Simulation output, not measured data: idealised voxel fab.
A process module follows: voxel released beams.
Cross-section cut: width 245 nm, square cells of 5 nm.
Each cross-section below is a grid of square cells, stated as bands in top-down order, with one or more rows of cells making up each band.
Look at the band entry: it leads with the top's height and the bottom's height in nm. Then it lists the materials left to right, with a width in nm for each. The word "full width" on a single material says that material fills the band edge to edge. The word "empty" is empty space.
Height datum 0, below which the as-received substrate wafer is one material. Lowest band open at the bottom, running downward: "z 0 and below".
Think of "30->40" as a width that walks from the first number to the second as you go down the band, top row to bottom row, taking equal-sized steps from row to row.
Given "no change" for a step, no cell of the cross-section differs between before and after that step.
Entry "Sealed-off cavities" = empty spaces >= 8 cells with no open way to the top; each as width x height at distance, distance from left edge, all nm.
Whatever follows a step's settings on its line is a remark the simulator itself makes about that step.
overlay nm: how far to the right of its planned place the mask lay on this masked step (negative: to the left).

HERE'S WHAT THE PLANNED PROCESS STEPS LOOK LIKE
1: RECEIVE (material Si)
2: CONFORMAL_DEP (material SiN; thk nm 5)
3: DIRECTIONAL_DEP (material SiO2; thk nm 10)
4: DIRECTIONAL_DEP (material aC; thk nm 15)
5: PATTERN (tone open; mask id ANCHOR; material resist; width nm 35; thk nm 35; overlay nm 0)
6: DIRECTIONAL_ETCH (etch materials aC; depth nm 15)
7: STRIP (etch materials resist)
8: DIRECTIONAL_ETCH (etch materials SiO2; depth nm 10)
9: STRIP (etch materials aC)
10: CONFORMAL_DEP (material polySi; thk nm 15)
11: PATTERN (tone cover; mask id BEAM; material resist; width nm 110; thk nm 15; overlay nm 0)
12: DIRECTIONAL_ETCH (etch materials polySi; depth nm 15)
13: STRIP (etch materials resist)
14: STRIP (etch materials SiO2)

FIRST OF THE TWO WAFERS, RUN PER PLAN

AS RECEIVED (POST STEP 1): CROSS-SECTION
* z 0 and below = Si full width
* Sealed-off cavities: none

PRESENTED HERE IS A CROSS-SECTION OF THE WAFER AFTER STEP 2 HAS BEEN PERFORMED
* z 5 to 0 = SiN full width
* For the remainder of the cross-section, below 0, there is no change.

PRESENTED HERE IS A CROSS-SECTION OF THE WAFER AFTER STEP 3 HAS BEEN PERFORMED
* z 15 to 5 = SiO2 full width
* For the remainder of the cross-section, below 5, there is no change.

PRESENTED HERE IS A CROSS-SECTION OF THE WAFER AFTER STEP 4 HAS BEEN PERFORMED
* z 30 to 15 = aC full width
* For the remainder of the cross-section, below 15, there is no change.

PRESENTED HERE IS A CROSS-SECTION OF THE WAFER AFTER STEP 5 HAS BEEN PERFORMED
* z 65 to 30 = resist=70, then empty=35, then resist=140
* For the remainder of the cross-section, below 30, there is no change.

PRESENTED HERE IS A CROSS-SECTION OF THE WAFER AFTER STEP 6 HAS BEEN PERFORMED
* z 50 to 30 = resist=70, then empty=35, then resist=140
* z 30 to 15 = aC=70, then empty=35, then aC=140
* For the remainder of the cross-section, below 15, there is no change.

PRESENTED HERE IS A CROSS-SECTION OF THE WAFER AFTER STEP 7 HAS BEEN PERFORMED
* z 30 to 15 = aC=70, then empty=35, then aC=140
* For the remainder of the cross-section, below 15, there is no change.

PRESENTED HERE IS A CROSS-SECTION OF THE WAFER AFTER STEP 8 HAS BEEN PERFORMED
* z 30 to 15 = aC=70, then empty=35, then aC=140
* z 15 to 5 = SiO2=70, then empty=35, then SiO2=140
* For the remainder of the cross-section, below 5, there is no change.

PRESENTED HERE IS A CROSS-SECTION OF THE WAFER AFTER STEP 9 HAS BEEN PERFORMED
* z 15 to 5 = SiO2=70, then empty=35, then SiO2=140
* For the remainder of the cross-section, below 5, there is no change.

PRESENTED HERE IS A CROSS-SECTION OF THE WAFER AFTER STEP 10 HAS BEEN PERFORMED
* z 30 to 20 = polySi=85, then empty=5, then polySi=155
* z 20 to 15 = polySi full width
* z 15 to 5 = SiO2=70, then polySi=35, then SiO2=140
* For the remainder of the cross-section, below 5, there is no change.

PRESENTED HERE IS A CROSS-SECTION OF THE WAFER AFTER STEP 11 HAS BEEN PERFORMED
* z 45 to 30 = empty=65, then resist=110, then empty=70
* z 30 to 20 = polySi=85, then resist=5, then polySi=155
* For the remainder of the cross-section, below 20, there is no change.

PRESENTED HERE IS A CROSS-SECTION OF THE WAFER AFTER STEP 12 HAS BEEN PERFORMED
* z 45 to 30 = empty=65, then resist=110, then empty=70
* z 30 to 20 = empty=65, then polySi=20, then resist=5, then polySi=85, then empty=70
* z 20 to 15 = empty=65, then polySi=110, then empty=70
* For the remainder of the cross-section, below 15, there is no change.

PRESENTED HERE IS A CROSS-SECTION OF THE WAFER AFTER STEP 13 HAS BEEN PERFORMED
* z 30 to 20 = empty=65, then polySi=20, then empty=5, then polySi=85, then empty=70
* For the remainder of the cross-section, below 20, there is no change.

PRESENTED HERE IS A CROSS-SECTION OF THE WAFER AFTER STEP 14 HAS BEEN PERFORMED
* z 30 to 20 = empty=65, then polySi=20, then empty=5, then polySi=85, then empty=70
* z 20 to 15 = empty=65, then polySi=110, then empty=70
* z 15 to 5 = empty=70, then polySi=35, then empty=140
* For the remainder of the cross-section, below 5, there is no change.

SECOND WAFER: LIKE START, LIKE PLAN, ONE MISTAKE. THROUGH STEP 9 IT MATCHES THE FIRST WAFER

SECOND WAFER, SECTION VIEW, TIME POINT: SCHEDULED END OF STEP 10
* z 25 to 15 = polySi=80, then empty=15, then polySi=150
* z 15 to 5 = SiO2=70, then polySi=35, then SiO2=140
* For the remainder of the cross-section, below 5, there is no change.

SECOND WAFER, SECTION VIEW, TIME POINT: SCHEDULED END OF STEP 11
* z 40 to 25 = empty=65, then resist=110, then empty=70
* z 25 to 15 = polySi=80, then resist=15, then polySi=150
* For the remainder of the cross-section, below 15, there is no change.

SECOND WAFER, SECTION VIEW, TIME POINT: SCHEDULED END OF STEP 12
* z 40 to 25 = empty=65, then resist=110, then empty=70
* z 25 to 15 = empty=65, then polySi=15, then resist=15, then polySi=80, then empty=70
* For the remainder of the cross-section, below 15, there is no change.

SECOND WAFER, SECTION VIEW, TIME POINT: SCHEDULED END OF STEP 13
* z 25 to 15 = empty=65, then polySi=15, then empty=15, then polySi=80, then empty=70
* For the remainder of the cross-section, below 15, there is no change.

SECOND WAFER, SECTION VIEW, TIME POINT: SCHEDULED END OF STEP 14
* z 25 to 15 = empty=65, then polySi=15, then empty=15, then polySi=80, then empty=70
* z 15 to 5 = empty=70, then polySi=35, then empty=140
* For the remainder of the cross-section, below 5, there is no change.
In executing the process, a mistake was made relative to the plan: note that step 10 departed from the planned setting and was carried out as CONFORMAL_DEP (material polySi; thk nm 10)
End check, counted in cells, second wafer has more or fewer of these materials than the first: -26 polySi
